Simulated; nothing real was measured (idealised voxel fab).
Process module in this document: voxel local oxidation
Pictured: cross-section cut, 240 nm wide, on a grid of 5 nm square cells.
We lay out every cross-section as a grid of square cells and spell it out in bands from the top down, where one band means one or more rows of cells.
Heights first: top, then bottom, in nm. Then materials, left to right, each with a width in nm. "edge to edge" on a single material: fills the band edge to edge. "blank": empty space.
The level at which height equals 0 is the one under which the wafer, as it arrives, is entirely one material. No lower edge exists for the bottom band, which continues downward and is notated as in "z 0 and below".
Read "30 to 40" as a graded width: first number on top, second number at the bottom, same change between each pair of neighbouring rows.
The designation "nothing different", where it is given for a processing step, indicates that no cell of the cross-section was altered in the course of that step.
"Listed closed voids" contains a list of empty spaces, each no smaller than 8 cells and without an open way to the top, written in the form width x height at distance with the distance from the left edge and all three in nm.
Read whatever lies past the settings on a step's line as the simulator's own remark about the step.
On any step carrying a mask, the "overlay nm" setting, if present on the step's line, tells how far right of its planned place the mask lay; negative values point to the left.

Here's what the planned process steps look like:
| 1 | RECEIVE | material Si |
| 2 | CONFORMAL_DEP | material SiO2 | thk nm 5 |
| 3 | CONFORMAL_DEP | material SiN | thk nm 10 |
| 4 | DIRECTIONAL_DEP | material aC | thk nm 15 |
| 5 | PATTERN | tone cover | mask id ACTIVE | material resist | width nm 90 | thk nm 35 | overlay nm 0 |
| 6 | DIRECTIONAL_ETCH | etch materials aC | depth nm 15 |
| 7 | STRIP | etch materials resist |
| 8 | DIRECTIONAL_ETCH | etch materials SiN | depth nm 10 |
| 9 | STRIP | etch materials aC |
| 10 | SELECTIVE_ETCH | etch materials SiO2 | depth nm 5 |
| 11 | OXIDIZE | depth nm 15 |
| 12 | STRIP | etch materials SiN |

Concerning the first of two wafers, which was run in accordance with the plan:

The cross-section here shows the wafer as received, i.e. in its state after step 1:
  z 0 and below | Si edge to edge
  Listed closed voids: none

Presented here is a cross-section of the wafer after step 2 has been performed:
  z 5 to 0 | SiO2 edge to edge
  Below 0, no change.

Presented here is a cross-section of the wafer after step 3 has been performed:
  z 15 to 5 | SiN edge to edge
  Below 5, no change.

Presented here is a cross-section of the wafer after step 4 has been performed:
  z 30 to 15 | aC edge to edge
  Below 15, no change.

Presented here is a cross-section of the wafer after step 5 has been performed:
  z 65 to 30 | 75 nm blank / 90 nm resist / 75 nm blank
  Below 30, no change.

Presented here is a cross-section of the wafer after step 6 has been performed:
  z 50 to 30 | 75 nm blank / 90 nm resist / 75 nm blank
  z 30 to 15 | 75 nm blank / 90 nm aC / 75 nm blank
  Below 15, no change.

Presented here is a cross-section of the wafer after step 7 has been performed:
  z 30 to 15 | 75 nm blank / 90 nm aC / 75 nm blank
  Below 15, no change.

Presented here is a cross-section of the wafer after step 8 has been performed:
  z 30 to 15 | 75 nm blank / 90 nm aC / 75 nm blank
  z 15 to 5 | 75 nm blank / 90 nm SiN / 75 nm blank
  Below 5, no change.

Presented here is a cross-section of the wafer after step 9 has been performed:
  z 15 to 5 | 75 nm blank / 90 nm SiN / 75 nm blank
  Below 5, no change.

Presented here is a cross-section of the wafer after step 10 has been performed:
  z 15 to 5 | 75 nm blank / 90 nm SiN / 75 nm blank
  z 5 to 0 | 80 nm blank / 80 nm SiO2 / 80 nm blank
  Below 0, no change.

Presented here is a cross-section of the wafer after step 11 has been performed:
  z 15 to 5 | 75 nm blank / 90 nm SiN / 75 nm blank
  z 5 to 0 | 80 nm blank / 80 nm SiO2 / 80 nm blank
  z 0 to -15 | 95 nm SiO2 / 50 nm Si / 95 nm SiO2
  Below -15, no change.

Presented here is a cross-section of the wafer after step 12 has been performed:
  z 5 to 0 | 80 nm blank / 80 nm SiO2 / 80 nm blank
  Below 0, no change.

Wafer two of the pair: same origin, same plan, one error during the run; identical to wafer one up to and including step 6:

X-section, second wafer, when step 7 was due to finish:
  z 50 to 30 | 75 nm blank / 90 nm resist / 75 nm blank
  z 30 to 15 | 75 nm blank / 90 nm aC / 75 nm blank
  z 15 to 5 | 75 nm blank / 90 nm SiN / 75 nm blank
  Below 5, no change.

X-section, second wafer, when step 8 was due to finish:
  z 30 to 15 | 75 nm blank / 90 nm aC / 75 nm blank
  Below 15, no change.

X-section, second wafer, when step 9 was due to finish:
  z 15 to 5 | 75 nm blank / 90 nm SiN / 75 nm blank
  Below 5, no change.

X-section, second wafer, when step 10 was due to finish:
  z 15 to 5 | 75 nm blank / 90 nm SiN / 75 nm blank
  z 5 to 0 | 80 nm blank / 80 nm SiO2 / 80 nm blank
  Below 0, no change.

X-section, second wafer, when step 11 was due to finish:
  z 15 to 5 | 75 nm blank / 90 nm SiN / 75 nm blank
  z 5 to 0 | 80 nm blank / 80 nm SiO2 / 80 nm blank
  z 0 to -15 | 95 nm SiO2 / 50 nm Si / 95 nm SiO2
  Below -15, no change.

X-section, second wafer, when step 12 was due to finish:
  z 5 to 0 | 80 nm blank / 80 nm SiO2 / 80 nm blank
  Below 0, no change.
Plan not followed: the executed order of steps 7 and 8 is the reverse of that specified in the plan, each step having taken the other's position
Outcome: the two wafer cross-sections end up identical, and the model's computation is unaffected by the mistake.
